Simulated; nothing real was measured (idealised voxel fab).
The process module that follows is named voxel self aligned vias.
This is section cut - it's 165 nm across, gridded in 5 nm square cells.
For the purposes of this document, a cross-section shall be understood as a grid of square cells, specified as bands listed in top-to-bottom order, each band consisting of one or more rows of cells. Quick guide to a band line: top height, bottom height (nm) up front; then every material left to right with its width in nm. Only one material and it's marked "throughout"? Then it fills the band edge to edge. And "empty" just means empty space. Beneath 0, the wafer as received is one material, and that level is where height counting begins. The lowest band goes on downward without a bottom; it is written like "0 and below". Note: "30->40" means the width goes from the first number (top row of the band) to the second number (bottom row) in equal steps per row of cells. "changes: none" means the step left every cell of the cross-section as it was. Under "Catalogued sealed voids" you'll find the enclosed gaps, the ones with no way out to the top, that are 8 cells or bigger; each reads width x height at distance, with distance counted from the left edge, everything in nm. Whatever follows a step's settings on its line is a remark the simulator itself makes about that step. Each step line may optionally specify "overlay nm", which for a step with a mask gives the rightward distance between the mask's planned place and where it lay, a negative value indicating the leftward direction.

**These are the steps we planned for the process**
| 1 | op RECEIVE | material Si |
| 2 | op CONFORMAL_DEP | material SiO2 | thk nm 15 |
| 3 | op CONFORMAL_DEP | material SiCN | thk nm 5 |
| 4 | op DIRECTIONAL_DEP | material lowk | thk nm 20 |
| 5 | op PATTERN | tone open | mask id LINES | material resist | width nm 20 | pitch nm 60 | thk nm 15 | overlay nm 0 |
| 6 | op DIRECTIONAL_ETCH | etch materials lowk | depth nm 20 |
| 7 | op STRIP | etch materials resist |
| 8 | op CONFORMAL_DEP | material TiN | thk nm 5 |
| 9 | op FILL_DEP | material Ru | thk nm 10 |
| 10 | op CMP | height nm 40 |
| 11 | op SELECTIVE_ETCH | etch materials W Ru TiN | depth nm 5 |
| 12 | op FILL_DEP | material SiN | thk nm 10 |
| 13 | op CMP | height nm 40 |
| 14 | op DIRECTIONAL_DEP | material lowk | thk nm 20 |
| 15 | op MASKED_ETCH | tone open | mask id VIAS | width nm 40 | etch materials lowk | depth nm 20 | overlay nm 0 |
| 16 | op MASKED_ETCH | tone open | mask id VIAS | width nm 40 | etch materials SiN | depth nm 5 | overlay nm 0 |
| 17 | op CONFORMAL_DEP | material TiN | thk nm 5 |
| 18 | op FILL_DEP | material W | thk nm 10 |
| 19 | op CMP | height nm 60 |
| 20 | op CONFORMAL_DEP | material SiCN | thk nm 5 |

**Cross-section of the wafer as it came to us, i.e., already through step 1**
  0 and below | Si throughout
  Catalogued sealed voids: none

**Final cross-section, module run with one mistake (start and plan as above)**
  65 down to 60 | SiCN throughout
  60 down to 40 | lowk: 30, then TiN: 5, then W: 30, then TiN: 5, then lowk: 95
  40 down to 35 | SiN: 30, then TiN: 40, then SiN: 95
  35 down to 30 | Ru throughout
  30 down to 25 | TiN: 45, then Ru: 10, then TiN: 50, then Ru: 10, then TiN: 50
  25 down to 10 | lowk: 40, then TiN: 5, then Ru: 10, then TiN: 5, then lowk: 40, then TiN: 5, then Ru: 10, then TiN: 5, then lowk: 45
  10 down to 5 | lowk: 40, then TiN: 20, then lowk: 40, then TiN: 20, then lowk: 45
  5 down to 0 | SiCN throughout
  0 and below | Si throughout
  Catalogued sealed voids: none
Run error: step 2 of the plan never got run, it was skipped over
